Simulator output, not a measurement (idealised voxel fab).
Proc. module: voxel air gaps
In the cross-section labelled cut, the width is 155 nm and each square cell is 5 nm.
Cross-section layout: square cells on a grid; listed as bands, top to bottom; a band spans one or more cell rows.
Within each band entry, the heights of the top and of the bottom of the band appear first, in that order and in nm; the materials of the band then follow from left to right, each with its corresponding width in nm. The designation "everywhere" on a single material indicates that it fills the band from edge to edge; the designation "air" indicates empty space.
Heads up on the height convention: 0 is the point under which the incoming wafer is all one material, and the lowest band has no bottom, it just keeps going down, like "0 down".
Width: "30..40" (first number = top row, second number = bottom row, same change from row to row of cells).
Where the words "nothing different" appear for a step, the cross-section shows no cell changed by that step; every cell remained as before.
"Fully sealed cavities": sealed empty spaces, 8 cells or more, no open way to top, listed width x height at distance, with distance from the left edge and width, height and distance in nm.
Anything after a step's settings on that line? It's the simulator's own note about the step.
overlay nm: mask offset rightward from planned place, masked step; negative means leftward offset.

These are the steps we planned for the process:
1: RECEIVE [material Si]
2: CONFORMAL_DEP [material SiO2] [thk nm 15]
3: CONFORMAL_DEP [material SiN] [thk nm 5]
4: DIRECTIONAL_DEP [material lowk] [thk nm 35]
5: DIRECTIONAL_DEP [material aC] [thk nm 10]
6: PATTERN [tone open] [mask id LINES] [material resist] [width nm 15] [pitch nm 40] [thk nm 30] [overlay nm -15]
7: DIRECTIONAL_ETCH [etch materials aC] [depth nm 10]
8: STRIP [etch materials resist]
9: DIRECTIONAL_ETCH [etch materials lowk] [depth nm 35]
10: STRIP [etch materials aC]
11: CONFORMAL_DEP [material TiN] [thk nm 5]
12: FILL_DEP [material Ru] [thk nm 5]
13: CMP [height nm 55]
14: EPI [material Ru] [thk nm 10]
15: SELECTIVE_ETCH [etch materials lowk] [depth nm 45]
16: CONFORMAL_DEP [material SiN] [thk nm 5]
The plan shows the overlay nm of step 6 as the first wafer had it; this setting differs between the wafers, which start out alike.

So this is the first of several wafers, cross-sectioned as it came to us, meaning it's at the end of step 1:
  0 down  Si everywhere
  Fully sealed cavities: none

For your reference, the table is organized with a row per wafer; each row reflects the wafer at the end of the module, indicating for each material the cells gained (+) or lost (-) since receipt, and thereafter its closed voids:
overlay nm -15 | +60 Ru | +132 SiN | +93 SiO2 | +45 TiN | Fully sealed cavities: 10 x 25 at 0; 15 x 25 at 35; 15 x 25 at 75
overlay nm -10 | +60 Ru | +132 SiN | +93 SiO2 | +45 TiN | Fully sealed cavities: 15 x 25 at 40; 15 x 25 at 80
overlay nm -5 | +60 Ru | +132 SiN | +93 SiO2 | +45 TiN | Fully sealed cavities: 15 x 25 at 45; 15 x 25 at 85
overlay nm 0 | +60 Ru | +132 SiN | +93 SiO2 | +45 TiN | Fully sealed cavities: 15 x 25 at 50; 15 x 25 at 90
overlay nm 5 | +60 Ru | +132 SiN | +93 SiO2 | +45 TiN | Fully sealed cavities: 15 x 25 at 55; 15 x 25 at 95
overlay nm 10 | +60 Ru | +132 SiN | +93 SiO2 | +45 TiN | Fully sealed cavities: 15 x 25 at 60; 15 x 25 at 100
overlay nm 15 | +60 Ru | +132 SiN | +93 SiO2 | +45 TiN | Fully sealed cavities: 15 x 25 at 65; 15 x 25 at 105; 10 x 25 at 145
